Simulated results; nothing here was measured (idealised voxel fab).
The name of this process module is voxel wiring stack.
Square cells of 5 nm make up the cross-section cut, whose width is 190 nm.
Each cross-section below is a grid of square cells, stated as bands in top-down order, with one or more rows of cells making up each band. In this notation a band is specified by the heights of its top and bottom, in that order and in nm, after which its materials appear from left to right, each paired with its width in nm. The word "edge to edge" attached to a single material means that material fills the band from edge to edge; the word "air" stands for empty space. Where do heights start? At 0: under that level the wafer as delivered is made of one material only. And the lowest band has no floor; it just carries on downward, as in "0..down". Read "30->40" as a graded width: first number on top, second number at the bottom, same change between each pair of neighbouring rows. For the purposes of this document, the phrase "no change occurred" attached to a step denotes that no cell within the cross-section was modified by that step. Any empty space of 8 cells or more lacking an open way to the top shows up in "Fully closed voids" as width x height at distance, distance from the left edge, in nm. Formally, on a step line, whatever follows the settings is a remark that the simulator itself makes on the step. "overlay nm", when on a step's line for a step with a mask, measures how far to the right of its planned place the mask lay; a negative measure means to the left.

# Planned process steps
1: RECEIVE (material Si)
2: CONFORMAL_DEP (material SiO2; thk nm 10)
3: CONFORMAL_DEP (material SiCN; thk nm 5)
4: DIRECTIONAL_DEP (material lowk; thk nm 20)
5: DIRECTIONAL_DEP (material aC; thk nm 15)
6: PATTERN (tone open; mask id METAL_1; material resist; width nm 25; pitch nm 55; thk nm 35; overlay nm 0)
7: DIRECTIONAL_ETCH (etch materials aC; depth nm 15)
8: STRIP (etch materials resist)
9: DIRECTIONAL_ETCH (etch materials lowk; depth nm 20)
10: DIRECTIONAL_ETCH (etch materials SiCN; depth nm 5)
11: STRIP (etch materials aC)
12: CONFORMAL_DEP (material TiN; thk nm 5)
13: FILL_DEP (material Cu; thk nm 5)
14: CMP (height nm 35)
15: CONFORMAL_DEP (material SiCN; thk nm 5)
16: DIRECTIONAL_DEP (material lowk; thk nm 10)
17: DIRECTIONAL_DEP (material aC; thk nm 10)
18: PATTERN (tone open; mask id PLUG_1; material resist; width nm 15; thk nm 30; overlay nm 0)
19: DIRECTIONAL_ETCH (etch materials aC; depth nm 10)
20: STRIP (etch materials resist)
21: DIRECTIONAL_ETCH (etch materials lowk; depth nm 10)
22: DIRECTIONAL_ETCH (etch materials SiCN; depth nm 5)
23: STRIP (etch materials aC)
24: EPI (material Ru; thk nm 10)
25: EPI (material Ru; thk nm 5)
26: DIRECTIONAL_DEP (material TiN; thk nm 5)
27: DIRECTIONAL_DEP (material Ru; thk nm 15)
28: DIRECTIONAL_DEP (material aC; thk nm 10)
29: PATTERN (tone cover; mask id METAL_2; material resist; width nm 25; pitch nm 55; thk nm 30; overlay nm 0)
30: DIRECTIONAL_ETCH (etch materials aC; depth nm 10)
31: STRIP (etch materials resist)
32: DIRECTIONAL_ETCH (etch materials Ru; depth nm 15)
33: DIRECTIONAL_ETCH (etch materials TiN; depth nm 5)
34: STRIP (etch materials aC)
35: CONFORMAL_DEP (material SiN; thk nm 5)
36: FILL_DEP (material SiO2; thk nm 10)
37: CMP (height nm 70)
38: CONFORMAL_DEP (material SiCN; thk nm 5)
39: DIRECTIONAL_DEP (material lowk; thk nm 30)
40: DIRECTIONAL_DEP (material aC; thk nm 15)
41: PATTERN (tone open; mask id METAL_3; material resist; width nm 25; pitch nm 55; thk nm 35; overlay nm 0)
42: DIRECTIONAL_ETCH (etch materials aC; depth nm 15)
43: STRIP (etch materials resist)
44: DIRECTIONAL_ETCH (etch materials lowk; depth nm 20)
45: STRIP (etch materials aC)
46: PATTERN (tone open; mask id METAL_3_HOLES; material resist; width nm 15; pitch nm 55; thk nm 15; overlay nm 0)
47: DIRECTIONAL_ETCH (etch materials lowk; depth nm 10)
48: DIRECTIONAL_ETCH (etch materials SiCN; depth nm 5)
49: STRIP (etch materials resist)
50: CONFORMAL_DEP (material TiN; thk nm 5)
51: FILL_DEP (material Ru; thk nm 5)
52: CMP (height nm 105)
53: CONFORMAL_DEP (material SiCN; thk nm 5)
54: DIRECTIONAL_DEP (material lowk; thk nm 25)
55: MASKED_ETCH (tone open; mask id METAL_4_HOLES; width nm 15; pitch nm 55; etch materials lowk; depth nm 25; overlay nm 0)
56: DIRECTIONAL_DEP (material aC; thk nm 10)
57: PATTERN (tone open; mask id METAL_4; material resist; width nm 15; pitch nm 55; thk nm 30; overlay nm 0)
58: DIRECTIONAL_ETCH (etch materials aC; depth nm 10)
59: STRIP (etch materials resist)
60: DIRECTIONAL_ETCH (etch materials lowk; depth nm 15)
61: DIRECTIONAL_ETCH (etch materials SiCN; depth nm 5)
62: STRIP (etch materials aC)
63: CONFORMAL_DEP (material TiN; thk nm 5)
64: FILL_DEP (material Cu; thk nm 10)
65: CMP (height nm 135)
66: CONFORMAL_DEP (material SiCN; thk nm 5)
varied across the wafers: width nm of step 57. The plan shows the first wafer's value. All wafers start alike

# Cross-section of the first of several wafers on receipt, reflecting completion of step 1
  0..down | Si edge to edge
  Fully closed voids: none

# First wafer of several, cross-section, module end, after step 66 (last)
  140..135 | SiCN edge to edge
  135..125 | lowk: 55  TiN: 5  Cu: 10  TiN: 5  lowk: 35  TiN: 5  Cu: 10  TiN: 5  lowk: 60
  125..115 | lowk: 55  TiN: 5  Cu: 5  TiN: 10->5  lowk: 35->40  TiN: 5  Cu: 5  TiN: 10->5  lowk: 60->65
  115..110 | lowk: 55  TiN: 15  lowk: 40  TiN: 15  lowk: 65
  110..105 | SiCN: 60  TiN: 10  SiCN: 45  TiN: 10  SiCN: 65
  105..90 | lowk: 55  TiN: 5  Ru: 15  TiN: 5  lowk: 30  TiN: 5  Ru: 15  TiN: 5  lowk: 55
  90..85 | lowk: 55  TiN: 5  Ru: 5  TiN: 15  lowk: 30  TiN: 5  Ru: 5  TiN: 15  lowk: 55
  85..75 | lowk: 55  TiN: 5  Ru: 5  TiN: 5  lowk: 40  TiN: 5  Ru: 5  TiN: 5  lowk: 65
  75..70 | SiCN: 55  TiN: 15  SiCN: 40  TiN: 15  SiCN: 65
  70..55 | SiO2: 50  SiN: 5  Ru: 25  SiN: 5  SiO2: 20  SiN: 5  Ru: 25  SiN: 5  SiO2: 50
  55..50 | SiN: 55  TiN: 25  SiN: 30  TiN: 25  SiN: 55
  50..40 | lowk: 55  Ru: 15  lowk: 120
  40..35 | SiCN: 55  Ru: 15  SiCN: 120
  35..15 | lowk: 55  TiN: 5  Cu: 15  TiN: 5  lowk: 30  TiN: 5  Cu: 15  TiN: 5  lowk: 55
  15..10 | SiCN: 55  TiN: 25  SiCN: 30  TiN: 25  SiCN: 55
  10..0 | SiO2 edge to edge
  0..down | Si edge to edge
  Fully closed voids: none

# X-section, last wafer, module end
  140..135 | SiCN edge to edge
  135..125 | lowk: 50  TiN: 5  Cu: 30  TiN: 5  lowk: 15  TiN: 5  Cu: 30  TiN: 5  lowk: 45
  125..120 | lowk: 50  TiN: 10  Cu: 5  TiN: 25  lowk: 15  TiN: 10  Cu: 5  TiN: 25  lowk: 45
  120..110 | lowk: 55  TiN: 5  Cu: 5  TiN: 5  lowk: 40  TiN: 5  Cu: 5  TiN: 5  lowk: 65
  110..105 | SiCN: 55  TiN: 15  SiCN: 40  TiN: 15  SiCN: 65
  105..90 | lowk: 55  TiN: 5  Ru: 15  TiN: 5  lowk: 30  TiN: 5  Ru: 15  TiN: 5  lowk: 55
  90..85 | lowk: 55  TiN: 5  Ru: 5  TiN: 15  lowk: 30  TiN: 5  Ru: 5  TiN: 15  lowk: 55
  85..75 | lowk: 55  TiN: 5  Ru: 5  TiN: 5  lowk: 40  TiN: 5  Ru: 5  TiN: 5  lowk: 65
  75..70 | SiCN: 55  TiN: 15  SiCN: 40  TiN: 15  SiCN: 65
  70..55 | SiO2: 50  SiN: 5  Ru: 25  SiN: 5  SiO2: 20  SiN: 5  Ru: 25  SiN: 5  SiO2: 50
  55..50 | SiN: 55  TiN: 25  SiN: 30  TiN: 25  SiN: 55
  50..40 | lowk: 55  Ru: 15  lowk: 120
  40..35 | SiCN: 55  Ru: 15  SiCN: 120
  35..15 | lowk: 55  TiN: 5  Cu: 15  TiN: 5  lowk: 30  TiN: 5  Cu: 15  TiN: 5  lowk: 55
  15..10 | SiCN: 55  TiN: 25  SiCN: 30  TiN: 25  SiCN: 55
  10..0 | SiO2 edge to edge
  0..down | Si edge to edge
  Fully closed voids: none

# Take any row and you have a wafer at the end of the module: how many cells of each material it has gained (+) or lost (-) since it was received, and then its closed voids
width nm 15 | +36 Cu | +63 Ru | +167 SiCN | +40 SiN | +148 SiO2 | +98 TiN | +512 lowk | Fully closed voids: none
width nm 20 | +40 Cu | +63 Ru | +167 SiCN | +40 SiN | +148 SiO2 | +100 TiN | +506 lowk | Fully closed voids: none
width nm 25 | +42 Cu | +63 Ru | +165 SiCN | +40 SiN | +148 SiO2 | +100 TiN | +506 lowk | Fully closed voids: none
width nm 30 | +46 Cu | +63 Ru | +165 SiCN | +40 SiN | +148 SiO2 | +102 TiN | +500 lowk | Fully closed voids: none
width nm 35 | +50 Cu | +63 Ru | +165 SiCN | +40 SiN | +148 SiO2 | +104 TiN | +494 lowk | Fully closed voids: none
width nm 40 | +54 Cu | +63 Ru | +165 SiCN | +40 SiN | +148 SiO2 | +106 TiN | +488 lowk | Fully closed voids: none
